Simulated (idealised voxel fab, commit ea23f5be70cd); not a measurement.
The following is a process module called voxel ribs on slabs.
Each square cell in cross-section cut measures 5 nm, and the section as a whole is 270 nm wide.
Cross-section, as written here: a square-cell grid given band by band from the top down, where a band holds one or more rows of cells.
The band entry comprises the height of the band's top followed by the height of its bottom, expressed in nm, and subsequently the band's materials from left to right, each stated together with its width in nm. Where a single material is marked with the word "all across", that material fills the band from edge to edge. The word "blank" represents empty space.
Heights are expressed relative to 0, this being the level below which the as-received wafer comprises one material exclusively. The lowest band is unbounded in the downward direction and is denoted as in "z 0 and below".
A width such as "30->40" changes by the same amount from each row of cells to the next, from the band's top row to its bottom row.
"remains unaltered" -> step changed no cross-section cell.
Closed-off voids of 8+ cells (no open route to the top) go in "Cavities, sealed", written width x height at distance from the left edge, in nm.
That trailing text on a step's line, after the settings, is the simulator's own remark on the step.
"overlay nm" denotes, for a step that has a mask, the displacement of the mask to the right of its planned place, with negative values corresponding to the left.
[Listed below are the process steps as planned]
- 1: RECEIVE with material Si
- 2: DIRECTIONAL_DEP with material SiO2, thk nm 30
- 3: DIRECTIONAL_DEP with material polySi, thk nm 25
- 4: MASKED_ETCH with tone cover, mask id RIB, width nm 20, etch materials polySi, depth nm 20, overlay nm 0
- 5: PATTERN with tone cover, mask id SLAB, material resist, width nm 70, thk nm 20, overlay nm 0
- 6: DIRECTIONAL_ETCH with etch materials polySi, depth nm 5
- 7: STRIP with etch materials resist
- 8: FILL_DEP with material SiO2, thk nm 20
- 9: CMP with height nm 65
- 10: DIRECTIONAL_DEP with material TiN, thk nm 10
- 11: DIRECTIONAL_DEP with material aC, thk nm 10
- 12: PATTERN with tone cover, mask id HEATER, material resist, width nm 30, thk nm 30, overlay nm 0
- 13: DIRECTIONAL_ETCH with etch materials aC, depth nm 10
- 14: STRIP with etch materials resist
- 15: DIRECTIONAL_ETCH with etch materials TiN, depth nm 10
- 16: STRIP with etch materials aC
- 17: CONFORMAL_DEP with material SiO2, thk nm 10
[Wafer, first of two, run as planned]
[Cross-section: wafer on arrival = after step 1]
> z 0 and below: Si all across
> Cavities, sealed: none
[Presented here is a cross-section of the wafer after step 2 has been performed]
> z 30 to 0: SiO2 all across
> Unchanged below 0.
[Presented here is a cross-section of the wafer after step 3 has been performed]
> z 55 to 30: polySi all across
> Unchanged below 30.
[Presented here is a cross-section of the wafer after step 4 has been performed]
> z 55 to 35: blank: 125; polySi: 20; blank: 125
> Unchanged below 35.
[Presented here is a cross-section of the wafer after step 5 has been performed]
> z 75 to 55: blank: 100; resist: 70; blank: 100
> z 55 to 35: blank: 100; resist: 25; polySi: 20; resist: 25; blank: 100
> Unchanged below 35.
[Presented here is a cross-section of the wafer after step 6 has been performed]
> z 75 to 55: blank: 100; resist: 70; blank: 100
> z 55 to 35: blank: 100; resist: 25; polySi: 20; resist: 25; blank: 100
> z 35 to 30: blank: 100; polySi: 70; blank: 100
> Unchanged below 30.
[Presented here is a cross-section of the wafer after step 7 has been performed]
> z 55 to 35: blank: 125; polySi: 20; blank: 125
> Unchanged below 35.
[Presented here is a cross-section of the wafer after step 8 has been performed]
> z 75 to 55: SiO2 all across
> z 55 to 35: SiO2: 125; polySi: 20; SiO2: 125
> z 35 to 30: SiO2: 100; polySi: 70; SiO2: 100
> Unchanged below 30.
[Presented here is a cross-section of the wafer after step 9 has been performed]
> z 65 to 55: SiO2 all across
> Unchanged below 55.
[Presented here is a cross-section of the wafer after step 10 has been performed]
> z 75 to 65: TiN all across
> Unchanged below 65.
[Presented here is a cross-section of the wafer after step 11 has been performed]
> z 85 to 75: aC all across
> Unchanged below 75.
[Presented here is a cross-section of the wafer after step 12 has been performed]
> z 115 to 85: blank: 120; resist: 30; blank: 120
> Unchanged below 85.
[Presented here is a cross-section of the wafer after step 13 has been performed]
> z 105 to 85: blank: 120; resist: 30; blank: 120
> z 85 to 75: blank: 120; aC: 30; blank: 120
> Unchanged below 75.
[Presented here is a cross-section of the wafer after step 14 has been performed]
> z 85 to 75: blank: 120; aC: 30; blank: 120
> Unchanged below 75.
[Presented here is a cross-section of the wafer after step 15 has been performed]
> z 85 to 75: blank: 120; aC: 30; blank: 120
> z 75 to 65: blank: 120; TiN: 30; blank: 120
> Unchanged below 65.
[Presented here is a cross-section of the wafer after step 16 has been performed]
> z 75 to 65: blank: 120; TiN: 30; blank: 120
> Unchanged below 65.
[Presented here is a cross-section of the wafer after step 17 has been performed]
> z 85 to 75: blank: 110; SiO2: 50; blank: 110
> z 75 to 65: SiO2: 120; TiN: 30; SiO2: 120
> Unchanged below 65.
[Regarding the second of the two wafers: it shared the first wafer's starting condition and process plan, yet one error occurred during its execution. Its history coincides with that of the first wafer up to and including step 1]
[Second wafer at the planned finish of step 2, seen in cross-section]
> z 60 to 0: SiO2 all across
> Unchanged below 0.
[Second wafer at the planned finish of step 3, seen in cross-section]
> z 85 to 60: polySi all across
> Unchanged below 60.
[Second wafer at the planned finish of step 4, seen in cross-section]
> z 85 to 65: blank: 125; polySi: 20; blank: 125
> Unchanged below 65.
[Second wafer at the planned finish of step 5, seen in cross-section]
> z 105 to 85: blank: 100; resist: 70; blank: 100
> z 85 to 65: blank: 100; resist: 25; polySi: 20; resist: 25; blank: 100
> Unchanged below 65.
[Second wafer at the planned finish of step 6, seen in cross-section]
> z 105 to 85: blank: 100; resist: 70; blank: 100
> z 85 to 65: blank: 100; resist: 25; polySi: 20; resist: 25; blank: 100
> z 65 to 60: blank: 100; polySi: 70; blank: 100
> Unchanged below 60.
[Second wafer at the planned finish of step 7, seen in cross-section]
> z 85 to 65: blank: 125; polySi: 20; blank: 125
> Unchanged below 65.
[Second wafer at the planned finish of step 8, seen in cross-section]
> z 105 to 85: SiO2 all across
> z 85 to 65: SiO2: 125; polySi: 20; SiO2: 125
> z 65 to 60: SiO2: 100; polySi: 70; SiO2: 100
> Unchanged below 60.
[Second wafer at the planned finish of step 9, seen in cross-section]
> z 65 to 60: SiO2: 100; polySi: 70; SiO2: 100
> Unchanged below 60.
[Second wafer at the planned finish of step 10, seen in cross-section]
> z 75 to 65: TiN all across
> Unchanged below 65.
[Second wafer at the planned finish of step 11, seen in cross-section]
> z 85 to 75: aC all across
> Unchanged below 75.
[Second wafer at the planned finish of step 12, seen in cross-section]
> z 115 to 85: blank: 120; resist: 30; blank: 120
> Unchanged below 85.
[Second wafer at the planned finish of step 13, seen in cross-section]
> z 105 to 85: blank: 120; resist: 30; blank: 120
> z 85 to 75: blank: 120; aC: 30; blank: 120
> Unchanged below 75.
[Second wafer at the planned finish of step 14, seen in cross-section]
> z 85 to 75: blank: 120; aC: 30; blank: 120
> Unchanged below 75.
[Second wafer at the planned finish of step 15, seen in cross-section]
> z 85 to 75: blank: 120; aC: 30; blank: 120
> z 75 to 65: blank: 120; TiN: 30; blank: 120
> Unchanged below 65.
[Second wafer at the planned finish of step 16, seen in cross-section]
> z 75 to 65: blank: 120; TiN: 30; blank: 120
> Unchanged below 65.
[Second wafer at the planned finish of step 17, seen in cross-section]
> z 85 to 75: blank: 110; SiO2: 50; blank: 110
> z 75 to 65: SiO2: 120; TiN: 30; SiO2: 120
> Unchanged below 65.
Processing error: step 2 in the plan was executed twice
Materials where the second wafer ends with more or fewer cells than the first: +16 SiO2; -16 polySi
